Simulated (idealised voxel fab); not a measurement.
This is a process module. Its name is voxel double patterning.
Each square cell in cross-section cut measures 5 nm, and the section as a whole is 220 nm wide.
We lay out every cross-section as a grid of square cells and spell it out in bands from the top down, where one band means one or more rows of cells. This entry defines a band. It first specifies the height of the band's top and the height of its bottom in nm, and then specifies the band's materials from left to right, stating each material with its width in nm. The word "everywhere" identifies a single material that fills the band from edge to edge, while the word "empty" identifies empty space. The reference from which all heights are counted is 0, the level beneath which the as-received wafer is entirely one material; the lowest band, having no lower bound, proceeds downward and is written after the example "top 0, no bottom". With a width like "30 to 40", each row of cells in the band differs from the next by the same amount, the top row carrying the first number and the bottom row the second. Basically "identical to before" means that step didn't change any cell in the cross-section. Empty spaces counting at least 8 cells and having no open way to the top are listed in "Unvented voids". The notation width x height at distance is used for each, the distance being from the left edge and all three values in nm. It should be noted that, on the line of a given step, the content following the step's settings is a remark produced by the simulator itself with respect to that step. A step's line can hold "overlay nm"; with a mask on that step, the setting says how far right of the planned place the mask lay, while a negative setting says it lay to the left.

So here's the lineup of process steps we planned
1,RECEIVE (material Si)
2,CONFORMAL_DEP (material SiO2; thk nm 10)
3,DIRECTIONAL_DEP (material TiN; thk nm 20)
4,DIRECTIONAL_DEP (material SiN; thk nm 10)
5,PATTERN (tone open; mask id FIRST; material resist; width nm 15; pitch nm 50; thk nm 15; overlay nm 0)
6,DIRECTIONAL_ETCH (etch materials SiN; depth nm 10)
7,STRIP (etch materials resist)
8,DIRECTIONAL_DEP (material aC; thk nm 15)
9,PATTERN (tone open; mask id SECOND; material resist; width nm 15; thk nm 35; overlay nm 0)
10,DIRECTIONAL_ETCH (etch materials aC; depth nm 15)
11,STRIP (etch materials resist)
12,DIRECTIONAL_ETCH (etch materials SiN; depth nm 10)
13,STRIP (etch materials aC)
14,DIRECTIONAL_ETCH (etch materials TiN; depth nm 20)
15,STRIP (etch materials SiN)

Shown in cross-section is the wafer as received, that is, as it stands after step 1
  top 0, no bottom  Si everywhere
  Unvented voids: none

First of two wafers, end-of-module section, run followed plan
  top 30, bottom 10  TiN 75 nm, then empty 15 nm, then TiN 10 nm, then empty 15 nm, then TiN 10 nm, then empty 15 nm, then TiN 80 nm
  top 10, bottom 0  SiO2 everywhere
  top 0, no bottom  Si everywhere
  Unvented voids: none

End-of-module cross-section of the second wafer: identical starting point and process plan to the first, with one processing mistake
  top 30, bottom 25  TiN 75 nm, then empty 15 nm, then TiN 35 nm, then empty 15 nm, then TiN 80 nm
  top 25, bottom 10  TiN everywhere
  top 10, bottom 0  SiO2 everywhere
  top 0, no bottom  Si everywhere
  Unvented voids: none
Finding, execution versus plan: step 8 ran with different settings than intended, the actual operation and settings being DIRECTIONAL_DEP (material TiN; thk nm 15)
End of process, cell counts, second wafer against first, materials with more or fewer: TiN: 30 more
